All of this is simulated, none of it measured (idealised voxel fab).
Documented hereafter: the process module known as voxel trench capacitor.
The width of the displayed cross-section, cut, is 280 nm; its cells are square, with a size of 5 nm.
We lay out every cross-section as a grid of square cells and spell it out in bands from the top down, where one band means one or more rows of cells. What a band's entry tells you: where the top is and where the bottom is, as heights in nm, and after that what lies inside, material by material from left to right, each with its width in nm. Empty space is written as the word "empty", and a single material marked with the word "full width" occupies the band from edge to edge. For the purposes of this specification, 0 denotes the height below which the wafer in its as-received condition is composed wholly of one material, and the lowermost band, lacking a lower limit, extends downward without end, as expressed in "z 0 and below". A width such as "30..40" changes by the same amount from each row of cells to the next, from the band's top row to its bottom row. Given "nothing altered" for a step, no cell of the cross-section differs between before and after that step. The label "Sealed void list" introduces a list of the empty spaces, 8 cells or larger, that have no open way up to the top; each entry in it reads width x height at distance, where the distance is taken from the left edge and all three are stated in nm. On a step's line, text after the settings is the simulator commenting on that step. overlay nm: how far to the right of its planned place the mask lay on this masked step (negative: to the left).
So here's the lineup of process steps we planned
1: RECEIVE [material Si]
2: CONFORMAL_DEP [material SiN] [thk nm 5]
3: PATTERN [tone open] [mask id TRENCH] [material resist] [width nm 25] [pitch nm 55] [thk nm 15] [overlay nm 0]
4: DIRECTIONAL_ETCH [etch materials SiN] [depth nm 5]
5: DIRECTIONAL_ETCH [etch materials Si] [depth nm 25]
6: STRIP [etch materials resist]
7: CONFORMAL_DEP [material Al2O3] [thk nm 5]
8: FILL_DEP [material polySi] [thk nm 5]
9: CMP [height nm 5]
First wafer, as planned
So this is the incoming wafer in cross-section - it's already been through step 1
z 0 and below = Si full width
Sealed void list: none
Wafer xsec, post step 2
z 5 to 0 = SiN full width
Anything lower than 0 is untouched.
Wafer xsec, post step 3
z 20 to 5 = 100 resist, 25 empty, 30 resist, 25 empty, 100 resist
Anything lower than 5 is untouched.
Wafer xsec, post step 4
z 20 to 5 = 100 resist, 25 empty, 30 resist, 25 empty, 100 resist
z 5 to 0 = 100 SiN, 25 empty, 30 SiN, 25 empty, 100 SiN
Anything lower than 0 is untouched.
Wafer xsec, post step 5
z 20 to 5 = 100 resist, 25 empty, 30 resist, 25 empty, 100 resist
z 5 to 0 = 100 SiN, 25 empty, 30 SiN, 25 empty, 100 SiN
z 0 to -25 = 100 Si, 25 empty, 30 Si, 25 empty, 100 Si
Anything lower than -25 is untouched.
Wafer xsec, post step 6
z 5 to 0 = 100 SiN, 25 empty, 30 SiN, 25 empty, 100 SiN
Anything lower than 0 is untouched.
Wafer xsec, post step 7
z 10 to 5 = 105 Al2O3, 15 empty, 40 Al2O3, 15 empty, 105 Al2O3
z 5 to 0 = 100 SiN, 5 Al2O3, 15 empty, 5 Al2O3, 30 SiN, 5 Al2O3, 15 empty, 5 Al2O3, 100 SiN
z 0 to -20 = 100 Si, 5 Al2O3, 15 empty, 5 Al2O3, 30 Si, 5 Al2O3, 15 empty, 5 Al2O3, 100 Si
z -20 to -25 = 100 Si, 25 Al2O3, 30 Si, 25 Al2O3, 100 Si
Anything lower than -25 is untouched.
Wafer xsec, post step 8
z 15 to 10 = polySi full width
z 10 to 5 = 105 Al2O3, 15 polySi, 40 Al2O3, 15 polySi, 105 Al2O3
z 5 to 0 = 100 SiN, 5 Al2O3, 15 polySi, 5 Al2O3, 30 SiN, 5 Al2O3, 15 polySi, 5 Al2O3, 100 SiN
z 0 to -20 = 100 Si, 5 Al2O3, 15 polySi, 5 Al2O3, 30 Si, 5 Al2O3, 15 polySi, 5 Al2O3, 100 Si
Anything lower than -20 is untouched.
Wafer xsec, post step 9
z 5 to 0 = 100 SiN, 5 Al2O3, 15 polySi, 5 Al2O3, 30 SiN, 5 Al2O3, 15 polySi, 5 Al2O3, 100 SiN
Anything lower than 0 is untouched.
The Second Wafer: Common Origin and Plan, One Mistake in Execution, Identical to the First Through Step 2
Second wafer: cross-section at the scheduled end of step 3
z 20 to 5 = 100 empty, 25 resist, 30 empty, 25 resist, 100 empty
Anything lower than 5 is untouched.
Second wafer: cross-section at the scheduled end of step 4
z 20 to 5 = 100 empty, 25 resist, 30 empty, 25 resist, 100 empty
z 5 to 0 = 100 empty, 25 SiN, 30 empty, 25 SiN, 100 empty
Anything lower than 0 is untouched.
Second wafer: cross-section at the scheduled end of step 5
z 20 to 5 = 100 empty, 25 resist, 30 empty, 25 resist, 100 empty
z 5 to 0 = 100 empty, 25 SiN, 30 empty, 25 SiN, 100 empty
z 0 to -25 = 100 empty, 25 Si, 30 empty, 25 Si, 100 empty
Anything lower than -25 is untouched.
Second wafer: cross-section at the scheduled end of step 6
z 5 to 0 = 100 empty, 25 SiN, 30 empty, 25 SiN, 100 empty
Anything lower than 0 is untouched.
Second wafer: cross-section at the scheduled end of step 7
z 10 to 5 = 95 empty, 35 Al2O3, 20 empty, 35 Al2O3, 95 empty
z 5 to 0 = 95 empty, 5 Al2O3, 25 SiN, 5 Al2O3, 20 empty, 5 Al2O3, 25 SiN, 5 Al2O3, 95 empty
z 0 to -20 = 95 empty, 5 Al2O3, 25 Si, 5 Al2O3, 20 empty, 5 Al2O3, 25 Si, 5 Al2O3, 95 empty
z -20 to -25 = 100 Al2O3, 25 Si, 30 Al2O3, 25 Si, 100 Al2O3
Anything lower than -25 is untouched.
Second wafer: cross-section at the scheduled end of step 8
z 15 to 10 = polySi full width
z 10 to 5 = 95 polySi, 35 Al2O3, 20 polySi, 35 Al2O3, 95 polySi
z 5 to 0 = 95 polySi, 5 Al2O3, 25 SiN, 5 Al2O3, 20 polySi, 5 Al2O3, 25 SiN, 5 Al2O3, 95 polySi
z 0 to -20 = 95 polySi, 5 Al2O3, 25 Si, 5 Al2O3, 20 polySi, 5 Al2O3, 25 Si, 5 Al2O3, 95 polySi
Anything lower than -20 is untouched.
Second wafer: cross-section at the scheduled end of step 9
z 5 to 0 = 95 polySi, 5 Al2O3, 25 SiN, 5 Al2O3, 20 polySi, 5 Al2O3, 25 SiN, 5 Al2O3, 95 polySi
Anything lower than 0 is untouched.
Processing error: step 3 was run on a setting that differed from the plan, and what really ran there is PATTERN [tone cover] [mask id TRENCH] [material resist] [width nm 25] [pitch nm 55] [thk nm 15] [overlay nm 0]
End check, counted in cells, second wafer has more or fewer of these materials than the first: Al2O3: 36 more, Si: 180 fewer, SiN: 36 fewer, polySi: 180 more
